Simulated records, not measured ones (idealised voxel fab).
Title: Process Module voxel air gaps
Square cells of 5 nm make up the cross-section cut, whose width is 255 nm.
We lay out every cross-section as a grid of square cells and spell it out in bands from the top down, where one band means one or more rows of cells. Look at the band entry: it leads with the top's height and the bottom's height in nm. Then it lists the materials left to right, with a width in nm for each. The word "edge to edge" on a single material says that material fills the band edge to edge. The word "air" is empty space. Zero point of the height axis is 0; under it, received wafer = one material. Lowest band: continues down indefinitely, "from 0 down". A width such as "30->40" changes by the same amount from each row of cells to the next, from the band's top row to its bottom row. A step reported as "remains unaltered" is a step in which no cell of the cross-section changed. Enclosed voids (no open way to top), threshold 8 cells or more, entry "Closed cavities", notation width x height at distance, distance from left edge, nm. Read whatever lies past the settings on a step's line as the simulator's own remark about the step. overlay nm: for a step with a mask, the amount by which the mask lay right of where it was planned; a negative amount means left of it. Layout of what follows: cross-section pairs, each bracketing one process step, the after cross-section shown only to the lowest band that changed, the step between and its settings noted under each pair. Pairs may originate in different runs of this module on the same starting wafer; a pair continues from the pair above only where its entry headed "Pre-process cross-section" says so.

[Pre-process cross-section]
    from 50 to 20  air=70 | lowk=20 | air=25 | lowk=20 | air=25 | lowk=20 | air=75
    from 20 to 15  SiCN edge to edge
    from 15 to 0  SiO2 edge to edge
    from 0 down  Si edge to edge
    Closed cavities: none

[Cross-Section After Step]
    from 55 to 50  air=65 | TiN=30 | air=15 | TiN=30 | air=15 | TiN=30 | air=70
    from 50 to 25  air=65 | TiN=5 | lowk=20 | TiN=5 | air=15 | TiN=5 | lowk=20 | TiN=5 | air=15 | TiN=5 | lowk=20 | TiN=5 | air=70
    from 25 to 20  TiN=70 | lowk=20 | TiN=25 | lowk=20 | TiN=25 | lowk=20 | TiN=75
    Under 20: no change, same as before.
    Closed cavities: none
So what happens between those two cross-sections up there? CONFORMAL_DEP: material TiN, thk nm 5

Pre-process cross-section: just use the after drawing of the pair above as your starting point.

[Cross-Section After Step]
    from 65 to 55  W edge to edge
    from 55 to 50  W=65 | TiN=30 | W=15 | TiN=30 | W=15 | TiN=30 | W=70
    from 50 to 25  W=65 | TiN=5 | lowk=20 | TiN=5 | W=15 | TiN=5 | lowk=20 | TiN=5 | W=15 | TiN=5 | lowk=20 | TiN=5 | W=70
    Under 25: no change, same as before.
    Closed cavities: none
So what happens between those two cross-sections up there? FILL_DEP: material W, thk nm 10

Pre-process cross-section: just use the after drawing of the pair above as your starting point.

[Cross-Section After Step]
    from 50 to 25  W=65 | TiN=5 | lowk=20 | TiN=5 | W=15 | TiN=5 | lowk=20 | TiN=5 | W=15 | TiN=5 | lowk=20 | TiN=5 | W=70
    Under 25: no change, same as before.
    Closed cavities: none
So what happens between those two cross-sections up there? CMP: height nm 50

Pre-process cross-section: just use the after drawing of the pair above as your starting point.

[Cross-Section After Step]
    from 60 to 50  Ru edge to edge
    Under 50: no change, same as before.
    Closed cavities: none
So what happens between those two cross-sections up there? EPI: material Ru, thk nm 10

Pre-process cross-section: just use the after drawing of the pair above as your starting point.

[Cross-Section After Step]
    from 65 to 60  SiCN edge to edge
    Under 60: no change, same as before.
    Closed cavities: none
So what happens between those two cross-sections up there? CONFORMAL_DEP: material SiCN, thk nm 5
